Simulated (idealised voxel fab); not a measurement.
Documented hereafter: the process module known as voxel ribs on slabs.
Section cut is 240 nm wide and gridded with 5 nm square cells.
Cross-section spec: square-cell grid; bands listed top down; each band is one or more rows.
The entry gives the band's vertical extent as a top height and a bottom height in nm, then its horizontal make-up as materials from left to right, each with a width in nm. "blank" stands for empty space; a single material marked "throughout" fills the band edge to edge.
The level at which height equals 0 is the one under which the wafer, as it arrives, is entirely one material. No lower edge exists for the bottom band, which continues downward and is notated as in "z 0 and below".
Width "30..40": first value at the band's top row of cells, second value at its bottom row, equal change from row to row.
"nothing changed" (step): cross-section cells unchanged, all of them.
"Sealed void list" enumerates empty spaces isolated from the top, with no open way to it, that contain at least 8 cells, giving each as width x height at distance from the left edge, all three in nm.
Note: text after step settings on the step line = simulator remark on that step.
overlay nm: where the mask lay relative to plan, measured to the right, on steps with a mask; negatives go left.
The steps planned for the process are as follows
| 1 | RECEIVE with material Si |
| 2 | DIRECTIONAL_DEP with material SiO2, thk nm 30 |
| 3 | DIRECTIONAL_DEP with material SiN, thk nm 25 |
| 4 | DIRECTIONAL_DEP with material aC, thk nm 10 |
| 5 | PATTERN with tone cover, mask id RIB, material resist, width nm 25, thk nm 25, overlay nm 0 |
| 6 | DIRECTIONAL_ETCH with etch materials aC, depth nm 10 |
| 7 | STRIP with etch materials resist |
| 8 | DIRECTIONAL_ETCH with etch materials SiN, depth nm 10 |
| 9 | STRIP with etch materials aC |
| 10 | PATTERN with tone cover, mask id SLAB, material resist, width nm 85, thk nm 20, overlay nm 0 |
| 11 | DIRECTIONAL_ETCH with etch materials SiN, depth nm 15 |
| 12 | STRIP with etch materials resist |
| 13 | FILL_DEP with material SiO2, thk nm 30 |
| 14 | CMP with height nm 75 |
| 15 | DIRECTIONAL_DEP with material W, thk nm 10 |
| 16 | DIRECTIONAL_DEP with material aC, thk nm 15 |
| 17 | PATTERN with tone cover, mask id HEATER, material resist, width nm 35, thk nm 35, overlay nm 0 |
| 18 | DIRECTIONAL_ETCH with etch materials aC, depth nm 15 |
| 19 | STRIP with etch materials resist |
| 20 | DIRECTIONAL_ETCH with etch materials W, depth nm 10 |
| 21 | STRIP with etch materials aC |
| 22 | CONFORMAL_DEP with material SiN, thk nm 10 |
As-received wafer cross-section (after step 1)
> z 0 and below  Si throughout
> Sealed void list: none
The first of the two wafers as seen in cross-section once the module was finished; processing followed the plan
> z 95 to 85  blank: 90 / SiN: 55 / blank: 95
> z 85 to 75  SiN: 100 / W: 35 / SiN: 105
> z 75 to 55  SiO2 throughout
> z 55 to 45  SiO2: 105 / SiN: 25 / SiO2: 110
> z 45 to 30  SiO2: 75 / SiN: 85 / SiO2: 80
> z 30 to 0  SiO2 throughout
> z 0 and below  Si throughout
> Sealed void list: none
Second wafer at the end: like start, like plan, one mistake
> z 95 to 85  SiN: 110 / blank: 15 / SiN: 115
> z 85 to 75  W: 100 / SiN: 35 / W: 105
> z 75 to 55  SiO2 throughout
> z 55 to 45  SiO2: 105 / SiN: 25 / SiO2: 110
> z 45 to 30  SiO2: 75 / SiN: 85 / SiO2: 80
> z 30 to 0  SiO2 throughout
> z 0 and below  Si throughout
> Sealed void list: none
Diagnosis: in deviation from the planned setting, step 17 was conducted as PATTERN with tone open, mask id HEATER, material resist, width nm 35, thk nm 35, overlay nm 0
The second wafer ends with more or fewer cells of some materials than the first, per final count: +68 W
